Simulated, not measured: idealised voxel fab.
This is a process module. Its name is voxel transistor to metal.
Each square cell in cross-section cut measures 5 nm, and the section as a whole is 210 nm wide.
Bands, listed from the top down, are how a cross-section gets written in this document; the cross-section itself is a grid of square cells, and a band is one or more rows of them. Band: top and bottom heights (nm) first, top before bottom; then materials from left to right, widths in nm. "everywhere" marks a sole material filling the band edge to edge. "air" denotes empty space. Beneath 0, the wafer as received is one material, and that level is where height counting begins. The lowest band goes on downward without a bottom; it is written like "0..down". Quick explanation for "30->40": the width changes in equal steps down the rows of cells, from the first number in the band's top row to the second number in its bottom row. The cross-section has no changed cell in any step marked "no alterations made". "Trapped cavities" - sealed voids, min. 8 cells, no opening to top; format: width x height at distance (distance from left edge; nm throughout). On a step's line, text after the settings is the simulator commenting on that step. Each step line may optionally specify "overlay nm", which for a step with a mask gives the rightward distance between the mask's planned place and where it lay, a negative value indicating the leftward direction.

SET OUT BELOW ARE THE PLANNED STEPS OF THE PROCESS
step 1: RECEIVE,material Si
step 2: OXIDIZE,depth nm 5
step 3: CONFORMAL_DEP,material SiN,thk nm 10
step 4: PATTERN,tone cover,mask id ACTIVE,material resist,width nm 110,thk nm 20,overlay nm 0
step 5: DIRECTIONAL_ETCH,etch materials SiN,depth nm 10
step 6: DIRECTIONAL_ETCH,etch materials SiO2,depth nm 5
step 7: DIRECTIONAL_ETCH,etch materials Si,depth nm 30
step 8: STRIP,etch materials resist
step 9: OXIDIZE,depth nm 5
step 10: FILL_DEP,material SiO2,thk nm 10
step 11: CMP,height nm 10
step 12: SELECTIVE_ETCH,etch materials SiO2,depth nm 5
step 13: STRIP,etch materials SiN
step 14: SELECTIVE_ETCH,etch materials SiO2,depth nm 5
step 15: OXIDIZE,depth nm 5
step 16: DIRECTIONAL_DEP,material polySi,thk nm 20
step 17: DIRECTIONAL_DEP,material SiCN,thk nm 10
step 18: MASKED_ETCH,tone cover,mask id GATE,width nm 30,etch materials SiCN,depth nm 20,overlay nm 0
step 19: MASKED_ETCH,tone cover,mask id GATE,width nm 30,etch materials polySi,depth nm 30,overlay nm 0
step 20: CONFORMAL_DEP,material SiN,thk nm 5
step 21: DIRECTIONAL_ETCH,etch materials SiN,depth nm 5
step 22: DIRECTIONAL_ETCH,etch materials SiO2,depth nm 5
step 23: DIRECTIONAL_ETCH,etch materials Si,depth nm 15
step 24: EPI,material pSi,thk nm 20
step 25: FILL_DEP,material SiO2,thk nm 10
step 26: CMP,height nm 15
step 27: STRIP,etch materials polySi
step 28: SELECTIVE_ETCH,etch materials SiO2,depth nm 5
step 29: CONFORMAL_DEP,material HfO2,thk nm 5
step 30: CONFORMAL_DEP,material TiN,thk nm 5
step 31: FILL_DEP,material W,thk nm 10
step 32: CMP,height nm 10
step 33: DIRECTIONAL_DEP,material SiO2,thk nm 15
step 34: MASKED_ETCH,tone open,mask id CONTACT,width nm 15,pitch nm 75,etch materials SiO2,depth nm 30,overlay nm 0
step 35: CONFORMAL_DEP,material TiN,thk nm 5
step 36: FILL_DEP,material Ru,thk nm 5
step 37: CMP,height nm 25
step 38: DIRECTIONAL_DEP,material TiN,thk nm 5
step 39: DIRECTIONAL_DEP,material Ru,thk nm 20
step 40: DIRECTIONAL_DEP,material aC,thk nm 15
step 41: PATTERN,tone cover,mask id METAL_1,material resist,width nm 15,pitch nm 75,thk nm 35,overlay nm 0
step 42: DIRECTIONAL_ETCH,etch materials aC,depth nm 15
step 43: STRIP,etch materials resist
step 44: DIRECTIONAL_ETCH,etch materials Ru,depth nm 20
step 45: DIRECTIONAL_ETCH,etch materials TiN,depth nm 5
step 46: STRIP,etch materials aC
step 47: FILL_DEP,material lowk,thk nm 5
step 48: CMP,height nm 50
step 49: CONFORMAL_DEP,material SiN,thk nm 5

AS-RECEIVED WAFER CROSS-SECTION (AFTER STEP 1)
	0..down  Si everywhere
	Trapped cavities: none

WHAT THE WAFER LOOKS LIKE IN CROSS-SECTION AFTER THIS MODULE, WHEN IT STARTS AS SHOWN ABOVE AND FOLLOWS THE PLAN ABOVE BUT ONE MISTAKE IS MADE IN RUNNING IT
	55..50  SiN everywhere
	50..30  60 nm lowk  15 nm Ru  60 nm lowk  15 nm Ru  60 nm lowk
	30..25  60 nm lowk  15 nm TiN  60 nm lowk  15 nm TiN  60 nm lowk
	25..15  60 nm SiO2  5 nm TiN  5 nm Ru  5 nm TiN  60 nm SiO2  5 nm TiN  5 nm Ru  5 nm TiN  60 nm SiO2
	15..10  60 nm SiO2  15 nm TiN  60 nm SiO2  15 nm TiN  60 nm SiO2
	10..0  60 nm SiO2  5 nm TiN  20 nm pSi  5 nm SiN  5 nm HfO2  5 nm TiN  10 nm W  5 nm TiN  5 nm HfO2  5 nm SiN  20 nm pSi  5 nm TiN  60 nm SiO2
	0..-5  55 nm SiO2  5 nm SiN  5 nm TiN  20 nm pSi  5 nm SiN  5 nm HfO2  20 nm TiN  5 nm HfO2  5 nm SiN  20 nm pSi  5 nm TiN  20 nm SiO2  5 nm SiN  35 nm SiO2
	-5..-10  60 nm SiO2  25 nm pSi  40 nm HfO2  45 nm pSi  40 nm SiO2
	-10..-25  65 nm SiO2  20 nm pSi  40 nm Si  40 nm pSi  45 nm SiO2
	-25..-40  65 nm SiO2  100 nm Si  45 nm SiO2
	-40..down  Si everywhere
	Trapped cavities: none
In executing the process, a mistake was made relative to the plan: off-plan run, step 4, actual operation and settings PATTERN,tone cover,mask id ACTIVE,material resist,width nm 110,thk nm 20,overlay nm 10
